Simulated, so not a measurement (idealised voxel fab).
process module | voxel tone inversion
cross-section cut | 180 nm wide | cells 5 nm
A cross-section is a grid of square cells, given in bands from the top down. A band is one or more rows of cells.
Each band's line starts with the height of the band's top and of its bottom, in nm. Then come its materials from left to right, each with its width in nm. One material with "throughout" fills the band from edge to edge. "air" is empty space.
Height 0 is the level under which the wafer as received is all one material. The lowest band goes on downwards, as in "0 down".
A width such as "30 to 40" changes by the same amount from each row of cells to the next, from the band's top row to its bottom row.
"no change" after a step means that no cell of the cross-section changed.
closed voids: empty space of 8 cells or more with no open way to the top, each as width x height at its distance from the left edge, in nm
after a step's settings: what the simulator itself notes on the step
overlay nm, on a step with a mask: how far to the right of its planned place the mask lay; to the left if negative
plan
1 op RECEIVE | material Si
2 op CONFORMAL_DEP | material SiCN | thk nm 5
3 op DIRECTIONAL_DEP | material aC | thk nm 15
4 op PATTERN | tone cover | mask id POSTS | material resist | width nm 15 | pitch nm 45 | thk nm 25 | overlay nm 0
5 op DIRECTIONAL_ETCH | etch materials aC | depth nm 15
6 op STRIP | etch materials resist
7 op FILL_DEP | material SiO2 | thk nm 10
8 op CMP | height nm 20
9 op STRIP | etch materials aC
first wafer, as planned
as received, after step 1
  0 down: Si throughout
  closed voids: none
after step 2
  5 to 0: SiCN throughout
  below 0: unchanged
after step 3
  20 to 5: aC throughout
  below 5: unchanged
after step 4
  45 to 20: air 60 | resist 15 | air 30 | resist 15 | air 60
  below 20: unchanged
after step 5
  30 to 20: air 60 | resist 15 | air 30 | resist 15 | air 60
  20 to 5: air 60 | aC 15 | air 30 | aC 15 | air 60
  below 5: unchanged
after step 6
  20 to 5: air 60 | aC 15 | air 30 | aC 15 | air 60
  below 5: unchanged
after step 7
  30 to 20: SiO2 throughout
  20 to 5: SiO2 60 | aC 15 | SiO2 30 | aC 15 | SiO2 60
  below 5: unchanged
after step 8
  20 to 5: SiO2 60 | aC 15 | SiO2 30 | aC 15 | SiO2 60
  below 5: unchanged
after step 9
  20 to 5: SiO2 60 | air 15 | SiO2 30 | air 15 | SiO2 60
  below 5: unchanged
second wafer: like start, like plan, one mistake. Through step 7 it matches the first wafer
when step 8 should have ended
  20 to 5: SiO2 60 | aC 15 | SiO2 30 | aC 15 | SiO2 60
  below 5: unchanged
when step 9 should have ended
  20 to 5: SiO2 60 | air 15 | SiO2 30 | air 15 | SiO2 60
  below 5: unchanged
what went wrong: step 8 was run twice
at the end the two cross-sections are the same: no effect in what this model computes
